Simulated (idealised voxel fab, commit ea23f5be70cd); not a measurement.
process module | voxel capacitor over wiring
cross-section cut | 210 nm wide | cells 5 nm
A cross-section is a grid of square cells, given in bands from the top down. A band is one or more rows of cells.
Each band's line starts with the height of the band's top and of its bottom, in nm. Then come its materials from left to right, each with its width in nm. One material with "throughout" fills the band from edge to edge. "air" is empty space.
Height 0 is the level under which the wafer as received is all one material. The lowest band goes on downwards, as in "0 down".
A width such as "30 to 40" changes by the same amount from each row of cells to the next, from the band's top row to its bottom row.
"no change" after a step means that no cell of the cross-section changed.
closed voids: empty space of 8 cells or more with no open way to the top, each as width x height at its distance from the left edge, in nm
after a step's settings: what the simulator itself notes on the step
overlay nm, on a step with a mask: how far to the right of its planned place the mask lay; to the left if negative
plan
1 op RECEIVE | material Si
2 op CONFORMAL_DEP | material SiO2 | thk nm 10
3 op CONFORMAL_DEP | material SiCN | thk nm 5
4 op DIRECTIONAL_DEP | material lowk | thk nm 25
5 op PATTERN | tone open | mask id METAL_1 | material resist | width nm 25 | pitch nm 90 | thk nm 20 | overlay nm 0
6 op DIRECTIONAL_ETCH | etch materials lowk | depth nm 25
7 op DIRECTIONAL_ETCH | etch materials SiCN | depth nm 5
8 op STRIP | etch materials resist
9 op CONFORMAL_DEP | material TiN | thk nm 5
10 op FILL_DEP | material Ru | thk nm 10
11 op CMP | height nm 40
12 op CONFORMAL_DEP | material SiCN | thk nm 5
13 op DIRECTIONAL_DEP | material SiO2 | thk nm 20
14 op PATTERN | tone open | mask id PLUG_1 | material resist | width nm 15 | thk nm 20 | overlay nm 0
15 op DIRECTIONAL_ETCH | etch materials SiO2 | depth nm 20
16 op DIRECTIONAL_ETCH | etch materials SiCN | depth nm 5
17 op STRIP | etch materials resist
18 op EPI | material Ru | thk nm 10
19 op EPI | material Ru | thk nm 10
20 op EPI | material Ru | thk nm 5
21 op DIRECTIONAL_DEP | material TiN | thk nm 5
22 op DIRECTIONAL_DEP | material Al2O3 | thk nm 5
23 op DIRECTIONAL_DEP | material TiN | thk nm 5
24 op DIRECTIONAL_DEP | material aC | thk nm 15
25 op PATTERN | tone cover | mask id UPPER_PLATE | material resist | width nm 70 | thk nm 35 | overlay nm 0
26 op DIRECTIONAL_ETCH | etch materials aC | depth nm 15
27 op STRIP | etch materials resist
28 op DIRECTIONAL_ETCH | etch materials TiN | depth nm 5
29 op DIRECTIONAL_ETCH | etch materials Al2O3 | depth nm 5
30 op STRIP | etch materials aC
31 op DIRECTIONAL_DEP | material aC | thk nm 10
32 op PATTERN | tone cover | mask id LOWER_PLATE | material resist | width nm 80 | thk nm 25 | overlay nm 0
33 op DIRECTIONAL_ETCH | etch materials aC | depth nm 10
34 op STRIP | etch materials resist
35 op DIRECTIONAL_ETCH | etch materials TiN | depth nm 5
36 op STRIP | etch materials aC
37 op FILL_DEP | material SiO2 | thk nm 20
38 op CMP | height nm 95
39 op PATTERN | tone open | mask id PLUG_2 | material resist | width nm 15 | thk nm 20 | overlay nm 0
40 op DIRECTIONAL_ETCH | etch materials SiO2 | depth nm 15
41 op STRIP | etch materials resist
42 op CONFORMAL_DEP | material TiN | thk nm 5
43 op FILL_DEP | material W | thk nm 10
44 op CMP | height nm 95
45 op CONFORMAL_DEP | material SiN | thk nm 5
first wafer, as planned
as received, after step 1
  0 down: Si throughout
  closed voids: none
after step 2
  10 to 0: SiO2 throughout
  below 0: unchanged
after step 3
  15 to 10: SiCN throughout
  below 10: unchanged
after step 4
  40 to 15: lowk throughout
  below 15: unchanged
after step 5
  60 to 40: resist 45 | air 25 | resist 65 | air 25 | resist 50
  below 40: unchanged
after step 6
  60 to 40: resist 45 | air 25 | resist 65 | air 25 | resist 50
  40 to 15: lowk 45 | air 25 | lowk 65 | air 25 | lowk 50
  below 15: unchanged
after step 7
  60 to 40: resist 45 | air 25 | resist 65 | air 25 | resist 50
  40 to 15: lowk 45 | air 25 | lowk 65 | air 25 | lowk 50
  15 to 10: SiCN 45 | air 25 | SiCN 65 | air 25 | SiCN 50
  below 10: unchanged
after step 8
  40 to 15: lowk 45 | air 25 | lowk 65 | air 25 | lowk 50
  below 15: unchanged
after step 9
  45 to 40: TiN 50 | air 15 | TiN 75 | air 15 | TiN 55
  40 to 15: lowk 45 | TiN 5 | air 15 | TiN 5 | lowk 65 | TiN 5 | air 15 | TiN 5 | lowk 50
  15 to 10: SiCN 45 | TiN 25 | SiCN 65 | TiN 25 | SiCN 50
  below 10: unchanged
after step 10
  55 to 45: Ru throughout
  45 to 40: TiN 50 | Ru 15 | TiN 75 | Ru 15 | TiN 55
  40 to 15: lowk 45 | TiN 5 | Ru 15 | TiN 5 | lowk 65 | TiN 5 | Ru 15 | TiN 5 | lowk 50
  below 15: unchanged
after step 11
  40 to 15: lowk 45 | TiN 5 | Ru 15 | TiN 5 | lowk 65 | TiN 5 | Ru 15 | TiN 5 | lowk 50
  below 15: unchanged
after step 12
  45 to 40: SiCN throughout
  below 40: unchanged
after step 13
  65 to 45: SiO2 throughout
  below 45: unchanged
after step 14
  85 to 65: resist 55 | air 15 | resist 140
  below 65: unchanged
after step 15
  85 to 65: resist 55 | air 15 | resist 140
  65 to 45: SiO2 55 | air 15 | SiO2 140
  below 45: unchanged
after step 16
  85 to 65: resist 55 | air 15 | resist 140
  65 to 45: SiO2 55 | air 15 | SiO2 140
  45 to 40: SiCN 55 | air 15 | SiCN 140
  below 40: unchanged
after step 17
  65 to 45: SiO2 55 | air 15 | SiO2 140
  below 45: unchanged
after step 18
  65 to 50: SiO2 55 | air 15 | SiO2 140
  50 to 45: SiO2 55 | Ru 15 | SiO2 140
  45 to 40: SiCN 55 | Ru 15 | SiCN 140
  below 40: unchanged
after step 19
  65 to 60: SiO2 55 | air 15 | SiO2 140
  60 to 45: SiO2 55 | Ru 15 | SiO2 140
  below 45: unchanged
after step 20
  65 to 45: SiO2 55 | Ru 15 | SiO2 140
  below 45: unchanged
after step 21
  70 to 65: TiN throughout
  below 65: unchanged
after step 22
  75 to 70: Al2O3 throughout
  below 70: unchanged
after step 23
  80 to 75: TiN throughout
  below 75: unchanged
after step 24
  95 to 80: aC throughout
  below 80: unchanged
after step 25
  130 to 95: air 55 | resist 70 | air 85
  below 95: unchanged
after step 26
  115 to 95: air 55 | resist 70 | air 85
  95 to 80: air 55 | aC 70 | air 85
  below 80: unchanged
after step 27
  95 to 80: air 55 | aC 70 | air 85
  below 80: unchanged
after step 28
  95 to 80: air 55 | aC 70 | air 85
  80 to 75: air 55 | TiN 70 | air 85
  below 75: unchanged
after step 29
  95 to 80: air 55 | aC 70 | air 85
  80 to 75: air 55 | TiN 70 | air 85
  75 to 70: air 55 | Al2O3 70 | air 85
  below 70: unchanged
after step 30
  80 to 75: air 55 | TiN 70 | air 85
  below 75: unchanged
after step 31
  90 to 80: air 55 | aC 70 | air 85
  80 to 75: aC 55 | TiN 70 | aC 85
  75 to 70: aC 55 | Al2O3 70 | aC 85
  below 70: unchanged
after step 32
  115 to 90: air 50 | resist 80 | air 80
  90 to 80: air 50 | resist 5 | aC 70 | resist 5 | air 80
  below 80: unchanged
after step 33
  105 to 90: air 50 | resist 80 | air 80
  90 to 80: air 50 | resist 5 | aC 70 | resist 5 | air 80
  80 to 75: air 50 | aC 5 | TiN 70 | aC 5 | air 80
  75 to 70: air 50 | aC 5 | Al2O3 70 | aC 5 | air 80
  below 70: unchanged
after step 34
  90 to 80: air 55 | aC 70 | air 85
  below 80: unchanged
after step 35
  90 to 80: air 55 | aC 70 | air 85
  80 to 75: air 50 | aC 5 | TiN 70 | aC 5 | air 80
  75 to 70: air 50 | aC 5 | Al2O3 70 | aC 5 | air 80
  70 to 65: air 50 | TiN 80 | air 80
  below 65: unchanged
after step 36
  80 to 75: air 55 | TiN 70 | air 85
  75 to 70: air 55 | Al2O3 70 | air 85
  below 70: unchanged
after step 37
  100 to 80: SiO2 throughout
  80 to 75: SiO2 55 | TiN 70 | SiO2 85
  75 to 70: SiO2 55 | Al2O3 70 | SiO2 85
  70 to 65: SiO2 50 | TiN 80 | SiO2 80
  below 65: unchanged
after step 38
  95 to 80: SiO2 throughout
  below 80: unchanged
after step 39
  115 to 95: resist 65 | air 15 | resist 130
  below 95: unchanged
after step 40
  115 to 95: resist 65 | air 15 | resist 130
  95 to 80: SiO2 65 | air 15 | SiO2 130
  below 80: unchanged
after step 41
  95 to 80: SiO2 65 | air 15 | SiO2 130
  below 80: unchanged
after step 42
  100 to 95: TiN 70 | air 5 | TiN 135
  95 to 85: SiO2 65 | TiN 5 | air 5 | TiN 5 | SiO2 130
  85 to 75: SiO2 65 to 55 | TiN 15 to 70 | SiO2 130 to 85
  below 75: unchanged
after step 43
  110 to 100: W throughout
  100 to 95: TiN 70 | W 5 | TiN 135
  95 to 85: SiO2 65 | TiN 5 | W 5 | TiN 5 | SiO2 130
  below 85: unchanged
after step 44
  95 to 85: SiO2 65 | TiN 5 | W 5 | TiN 5 | SiO2 130
  below 85: unchanged
after step 45
  100 to 95: SiN throughout
  below 95: unchanged
second wafer: like start, like plan, one mistake. Through step 20 it matches the first wafer
when step 21 should have ended
  70 to 65: Al2O3 throughout
  below 65: unchanged
when step 22 should have ended
  75 to 70: TiN throughout
  below 70: unchanged
when step 23 should have ended
  80 to 70: TiN throughout
  below 70: unchanged
when step 24 should have ended
  95 to 80: aC throughout
  below 80: unchanged
when step 25 should have ended
  130 to 95: air 55 | resist 70 | air 85
  below 95: unchanged
when step 26 should have ended
  115 to 95: air 55 | resist 70 | air 85
  95 to 80: air 55 | aC 70 | air 85
  below 80: unchanged
when step 27 should have ended
  95 to 80: air 55 | aC 70 | air 85
  below 80: unchanged
when step 28 should have ended
  95 to 80: air 55 | aC 70 | air 85
  80 to 75: air 55 | TiN 70 | air 85
  below 75: unchanged
when step 29 should have ended: no change
when step 30 should have ended
  80 to 75: air 55 | TiN 70 | air 85
  below 75: unchanged
when step 31 should have ended
  90 to 85: air 55 | aC 70 | air 85
  85 to 80: aC throughout
  80 to 75: aC 55 | TiN 70 | aC 85
  below 75: unchanged
when step 32 should have ended
  115 to 90: air 50 | resist 80 | air 80
  90 to 85: air 50 | resist 5 | aC 70 | resist 5 | air 80
  below 85: unchanged
when step 33 should have ended
  105 to 90: air 50 | resist 80 | air 80
  90 to 85: air 50 | resist 5 | aC 70 | resist 5 | air 80
  85 to 80: air 50 | aC 80 | air 80
  80 to 75: air 50 | aC 5 | TiN 70 | aC 5 | air 80
  below 75: unchanged
when step 34 should have ended
  90 to 80: air 55 to 50 | aC 70 to 80 | air 85 to 80
  below 80: unchanged
when step 35 should have ended
  90 to 80: air 55 to 50 | aC 70 to 80 | air 85 to 80
  80 to 75: air 50 | aC 5 | TiN 70 | aC 5 | air 80
  75 to 70: air 50 | TiN 80 | air 80
  below 70: unchanged
when step 36 should have ended
  80 to 70: air 55 to 50 | TiN 70 to 80 | air 85 to 80
  below 70: unchanged
when step 37 should have ended
  100 to 80: SiO2 throughout
  80 to 70: SiO2 55 to 50 | TiN 70 to 80 | SiO2 85 to 80
  below 70: unchanged
when step 38 should have ended
  95 to 80: SiO2 throughout
  below 80: unchanged
when step 39 should have ended
  115 to 95: resist 65 | air 15 | resist 130
  below 95: unchanged
when step 40 should have ended
  115 to 95: resist 65 | air 15 | resist 130
  95 to 80: SiO2 65 | air 15 | SiO2 130
  below 80: unchanged
when step 41 should have ended
  95 to 80: SiO2 65 | air 15 | SiO2 130
  below 80: unchanged
when step 42 should have ended
  100 to 95: TiN 70 | air 5 | TiN 135
  95 to 85: SiO2 65 | TiN 5 | air 5 | TiN 5 | SiO2 130
  85 to 75: SiO2 65 to 55 | TiN 15 to 70 | SiO2 130 to 85
  below 75: unchanged
when step 43 should have ended
  110 to 100: W throughout
  100 to 95: TiN 70 | W 5 | TiN 135
  95 to 85: SiO2 65 | TiN 5 | W 5 | TiN 5 | SiO2 130
  below 85: unchanged
when step 44 should have ended
  95 to 85: SiO2 65 | TiN 5 | W 5 | TiN 5 | SiO2 130
  below 85: unchanged
when step 45 should have ended
  100 to 95: SiN throughout
  below 95: unchanged
what went wrong: steps 21 and 22 were swapped
at the end the second wafer has, in cells: 28 more of Al2O3 | 28 fewer of SiO2
